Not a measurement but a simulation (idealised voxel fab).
Proc. module: voxel trench capacitor
In the cross-section labelled cut, the width is 160 nm and each square cell is 5 nm.
When this document writes out a cross-section, it uses a grid of square cells and lists it as bands, beginning at the top and moving down, with a band standing for one or more rows of cells.
First you get the band's top height and its bottom height, in nm, and then the materials it's made of, left to right, with each width in nm. If you see a single material with "full width", that one covers the band edge to edge. "air" is empty space.
Height is counted from the level 0, under which the received wafer is composed throughout of one material. The lowest of the bands is not closed at the bottom but continues downward, in the notation "0..down".
Think of "30 to 40" as a width that walks from the first number to the second as you go down the band, top row to bottom row, taking equal-sized steps from row to row.
"remained the same" for a step: no cell of the cross-section changed in that step.
What "Closed void table" gives you is every empty space of 8 cells or more that is cut off from the top. Each appears as width x height at distance, with the distance taken from the left edge and width, height and distance all in nm.
Text after the settings on a step's line: the simulator's own remark on that step.
The "overlay nm" setting may appear on a step's line; for a step that uses a mask, it gives how far to the right of its planned position the mask lay, and a negative value indicates the left.
Planned step list for the process
| 1 | RECEIVE, material Si |
| 2 | CONFORMAL_DEP, material SiN, thk nm 10 |
| 3 | PATTERN, tone open, mask id TRENCH, material resist, width nm 25, pitch nm 40, thk nm 20, overlay nm 0 |
| 4 | DIRECTIONAL_ETCH, etch materials SiN, depth nm 10 |
| 5 | DIRECTIONAL_ETCH, etch materials Si, depth nm 35 |
| 6 | STRIP, etch materials resist |
| 7 | CONFORMAL_DEP, material Al2O3, thk nm 5 |
| 8 | FILL_DEP, material polySi, thk nm 10 |
| 9 | CMP, height nm 10 |
What follows covers the first of two wafers; it ran as planned
As-received wafer cross-section (after step 1)
0..down  Si full width
Closed void table: none
Wafer xsec, post step 2
10..0  SiN full width
Under the height 0 nothing was changed.
Wafer xsec, post step 3
30..10  resist=45  air=25  resist=15  air=25  resist=50
Under the height 10 nothing was changed.
Wafer xsec, post step 4
30..10  resist=45  air=25  resist=15  air=25  resist=50
10..0  SiN=45  air=25  SiN=15  air=25  SiN=50
Under the height 0 nothing was changed.
Wafer xsec, post step 5
30..10  resist=45  air=25  resist=15  air=25  resist=50
10..0  SiN=45  air=25  SiN=15  air=25  SiN=50
0..-35  Si=45  air=25  Si=15  air=25  Si=50
Under the height -35 nothing was changed.
Wafer xsec, post step 6
10..0  SiN=45  air=25  SiN=15  air=25  SiN=50
Under the height 0 nothing was changed.
Wafer xsec, post step 7
15..10  Al2O3=50  air=15  Al2O3=25  air=15  Al2O3=55
10..0  SiN=45  Al2O3=5  air=15  Al2O3=5  SiN=15  Al2O3=5  air=15  Al2O3=5  SiN=50
0..-30  Si=45  Al2O3=5  air=15  Al2O3=5  Si=15  Al2O3=5  air=15  Al2O3=5  Si=50
-30..-35  Si=45  Al2O3=25  Si=15  Al2O3=25  Si=50
Under the height -35 nothing was changed.
Wafer xsec, post step 8
25..15  polySi full width
15..10  Al2O3=50  polySi=15  Al2O3=25  polySi=15  Al2O3=55
10..0  SiN=45  Al2O3=5  polySi=15  Al2O3=5  SiN=15  Al2O3=5  polySi=15  Al2O3=5  SiN=50
0..-30  Si=45  Al2O3=5  polySi=15  Al2O3=5  Si=15  Al2O3=5  polySi=15  Al2O3=5  Si=50
Under the height -30 nothing was changed.
Wafer xsec, post step 9
10..0  SiN=45  Al2O3=5  polySi=15  Al2O3=5  SiN=15  Al2O3=5  polySi=15  Al2O3=5  SiN=50
Under the height 0 nothing was changed.
Second wafer: same start and same plan as the first, one execution error; identical to the first through step 8
Second wafer: cross-section at the scheduled end of step 9: remained the same
The mistake made against the process plan was this: skipped: plan step 9 (never run)
At the finish, the second wafer shows more or fewer cells for some materials than the first does: Al2O3: 26 more | polySi: 70 more
